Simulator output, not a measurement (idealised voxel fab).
This is a process module. Its name is voxel double patterning.
Section cut is 145 nm wide and gridded with 5 nm square cells.
Cross-section layout: square cells on a grid; listed as bands, top to bottom; a band spans one or more cell rows.
Heads up on the band format: heights come first, top then bottom, in nm. After that it's the materials left to right, each with its width in nm. A single material flagged "edge to edge" fills the whole band edge to edge, and "empty" means there's empty space there.
Heights are expressed relative to 0, this being the level below which the as-received wafer comprises one material exclusively. The lowest band is unbounded in the downward direction and is denoted as in "0 down".
It should be noted that a width expressed as "30..40" varies in equal increments from row to row of cells within the band, taking the value of the first number at the top row and that of the second number at the bottom row.
"no modifications" after a step means that no cell of the cross-section changed.
This entry, "Tabulated closed voids", enumerates those empty regions of no fewer than 8 cells that possess no open connection to the top. Each region is reported in the form width x height at distance, the distance being taken from the left edge, with all three quantities expressed in nm.
Formally, on a step line, whatever follows the settings is a remark that the simulator itself makes on the step.
What "overlay nm" on a step's line means: if the step has a mask, that mask lay this far to the right of its planned place, or, when the value is negative, to the left.
So here's the lineup of process steps we planned
step 1: op RECEIVE | material Si
step 2: op CONFORMAL_DEP | material SiO2 | thk nm 10
step 3: op DIRECTIONAL_DEP | material W | thk nm 15
step 4: op DIRECTIONAL_DEP | material SiN | thk nm 5
step 5: op DIRECTIONAL_DEP | material aC | thk nm 15
step 6: op PATTERN | tone open | mask id FIRST | material resist | width nm 15 | pitch nm 50 | thk nm 30 | overlay nm 0
step 7: op DIRECTIONAL_ETCH | etch materials aC | depth nm 15
step 8: op STRIP | etch materials resist
step 9: op DIRECTIONAL_ETCH | etch materials SiN | depth nm 5
step 10: op STRIP | etch materials aC
step 11: op DIRECTIONAL_DEP | material aC | thk nm 15
step 12: op PATTERN | tone open | mask id SECOND | material resist | width nm 15 | thk nm 30 | overlay nm 0
step 13: op DIRECTIONAL_ETCH | etch materials aC | depth nm 15
step 14: op STRIP | etch materials resist
step 15: op DIRECTIONAL_ETCH | etch materials SiN | depth nm 5
step 16: op STRIP | etch materials aC
step 17: op DIRECTIONAL_ETCH | etch materials W | depth nm 15
step 18: op STRIP | etch materials SiN
Cross-sectional view of the wafer in its as-received condition, corresponding to the state after step 1
  0 down  Si edge to edge
  Tabulated closed voids: none
Module complete - cross-section of the first of two wafers, run according to plan
  25 to 10  W 40 nm | empty 15 nm | W 10 nm | empty 15 nm | W 10 nm | empty 15 nm | W 40 nm
  10 to 0  SiO2 edge to edge
  0 down  Si edge to edge
  Tabulated closed voids: none
Same start, same plan as the first wafer - but one mistake in the run. Cross-section of the second of the two at the end of the module
  40 to 25  W 40 nm | empty 15 nm | W 10 nm | empty 15 nm | W 10 nm | empty 15 nm | W 40 nm
  25 to 10  W edge to edge
  10 to 0  SiO2 edge to edge
  0 down  Si edge to edge
  Tabulated closed voids: none
Where did the run depart from the plan? step 3, plan: ran twice
The second wafer ends with more or fewer cells of some materials than the first, per final count: 87 more of W
